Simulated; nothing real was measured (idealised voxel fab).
The following process module bears the name voxel wiring stack.
The width of the displayed cross-section, cut, is 220 nm; its cells are square, with a size of 5 nm.
Cross-section spec: square-cell grid; bands listed top down; each band is one or more rows. Each band's line starts with the height of the band's top and of its bottom, in nm. Then come its materials from left to right, each with its width in nm. One material with "full width" fills the band from edge to edge. "air" is empty space. Below 0: as-received wafer, all one material; heights counted from there. Lowest band: no bottom, goes on down, written "0 nm and below". Read "30->40" as a graded width: first number on top, second number at the bottom, same change between each pair of neighbouring rows. You'll sometimes find "same as before" written for a step, and that's the way of saying that nowhere in the cross-section did a cell change during that step. Basically, "Sealed-off cavities" tells you about the enclosed voids: empty spaces with no open way to the top, 8 cells or bigger, each written width x height at distance, where distance is from the left edge, all in nm. Read whatever lies past the settings on a step's line as the simulator's own remark about the step. On any step carrying a mask, the "overlay nm" setting, if present on the step's line, tells how far right of its planned place the mask lay; negative values point to the left.

# Planned step list for the process
1) RECEIVE with material Si
2) CONFORMAL_DEP with material SiO2, thk nm 10
3) CONFORMAL_DEP with material SiN, thk nm 5
4) DIRECTIONAL_DEP with material lowk, thk nm 15
5) MASKED_ETCH with tone open, mask id METAL_1, width nm 20, pitch nm 50, etch materials lowk, depth nm 15, overlay nm 0
6) MASKED_ETCH with tone open, mask id METAL_1, width nm 20, pitch nm 50, etch materials SiN, depth nm 5, overlay nm 0
7) CONFORMAL_DEP with material TiN, thk nm 5
8) FILL_DEP with material Cu, thk nm 5
9) CMP with height nm 30
10) CONFORMAL_DEP with material SiCN, thk nm 5
11) DIRECTIONAL_DEP with material SiO2, thk nm 10
12) MASKED_ETCH with tone open, mask id PLUG_1, width nm 15, pitch nm 50, etch materials SiO2, depth nm 10, overlay nm 0
13) MASKED_ETCH with tone open, mask id PLUG_1, width nm 15, pitch nm 50, etch materials SiCN, depth nm 5, overlay nm 0
14) EPI with material Ru, thk nm 10
15) EPI with material Ru, thk nm 5
16) DIRECTIONAL_DEP with material TiN, thk nm 5
17) DIRECTIONAL_DEP with material Ru, thk nm 20
18) DIRECTIONAL_DEP with material aC, thk nm 15
19) PATTERN with tone cover, mask id METAL_2, material resist, width nm 20, pitch nm 50, thk nm 30, overlay nm 0
20) DIRECTIONAL_ETCH with etch materials aC, depth nm 15
21) STRIP with etch materials resist
22) DIRECTIONAL_ETCH with etch materials Ru, depth nm 20
23) DIRECTIONAL_ETCH with etch materials TiN, depth nm 5
24) STRIP with etch materials aC
25) CONFORMAL_DEP with material SiN, thk nm 5
26) FILL_DEP with material lowk, thk nm 10
27) CMP with height nm 70
28) CONFORMAL_DEP with material SiCN, thk nm 5
29) DIRECTIONAL_DEP with material SiO2, thk nm 10
30) PATTERN with tone open, mask id PLUG_2, material resist, width nm 15, pitch nm 50, thk nm 15, overlay nm 0
31) DIRECTIONAL_ETCH with etch materials SiO2, depth nm 10
32) DIRECTIONAL_ETCH with etch materials SiCN, depth nm 5
33) STRIP with etch materials resist
34) EPI with material Ru, thk nm 10
35) EPI with material Ru, thk nm 5
36) CONFORMAL_DEP with material SiN, thk nm 5
37) DIRECTIONAL_DEP with material SiO2, thk nm 25
38) PATTERN with tone open, mask id METAL_3, material resist, width nm 20, pitch nm 50, thk nm 15, overlay nm 0
39) DIRECTIONAL_ETCH with etch materials SiO2, depth nm 25
40) DIRECTIONAL_ETCH with etch materials SiN, depth nm 5
41) STRIP with etch materials resist
42) CONFORMAL_DEP with material TiN, thk nm 5
43) FILL_DEP with material Ru, thk nm 5
44) CMP with height nm 115
45) CONFORMAL_DEP with material SiCN, thk nm 5

# Wafer cross-section on receipt, i.e. after step 1
	0 nm and below  Si full width
	Sealed-off cavities: none

# a wafer at the end: this start, this plan, one mistake
	120 nm to 115 nm  SiCN full width
	115 nm to 90 nm  75 nm SiO2  5 nm TiN  10 nm Ru  5 nm TiN  30 nm SiO2  5 nm TiN  10 nm Ru  5 nm TiN  75 nm SiO2
	90 nm to 85 nm  75 nm SiN  20 nm TiN  30 nm SiN  20 nm TiN  75 nm SiN
	85 nm to 75 nm  75 nm SiO2  15 nm Ru  35 nm SiO2  15 nm Ru  80 nm SiO2
	75 nm to 70 nm  75 nm SiCN  15 nm Ru  35 nm SiCN  15 nm Ru  80 nm SiCN
	70 nm to 50 nm  70 nm lowk  5 nm SiN  20 nm Ru  5 nm SiN  20 nm lowk  5 nm SiN  20 nm Ru  5 nm SiN  70 nm lowk
	50 nm to 45 nm  75 nm SiN  20 nm TiN  30 nm SiN  20 nm TiN  75 nm SiN
	45 nm to 35 nm  75 nm SiO2  15 nm Ru  35 nm SiO2  15 nm Ru  80 nm SiO2
	35 nm to 30 nm  75 nm SiCN  15 nm Ru  35 nm SiCN  15 nm Ru  80 nm SiCN
	30 nm to 20 nm  70 nm lowk  5 nm TiN  20 nm Cu  5 nm TiN  20 nm lowk  5 nm TiN  20 nm Cu  5 nm TiN  70 nm lowk
	20 nm to 15 nm  70 nm lowk  10 nm TiN  10 nm Cu  10 nm TiN  20 nm lowk  10 nm TiN  10 nm Cu  10 nm TiN  70 nm lowk
	15 nm to 10 nm  75 nm SiN  20 nm TiN  30 nm SiN  20 nm TiN  75 nm SiN
	10 nm to 0 nm  SiO2 full width
	0 nm and below  Si full width
	Sealed-off cavities: none
Run error: planned and actual differ for step 5; actual: MASKED_ETCH with tone open, mask id METAL_1, width nm 30, pitch nm 50, etch materials lowk, depth nm 15, overlay nm 0
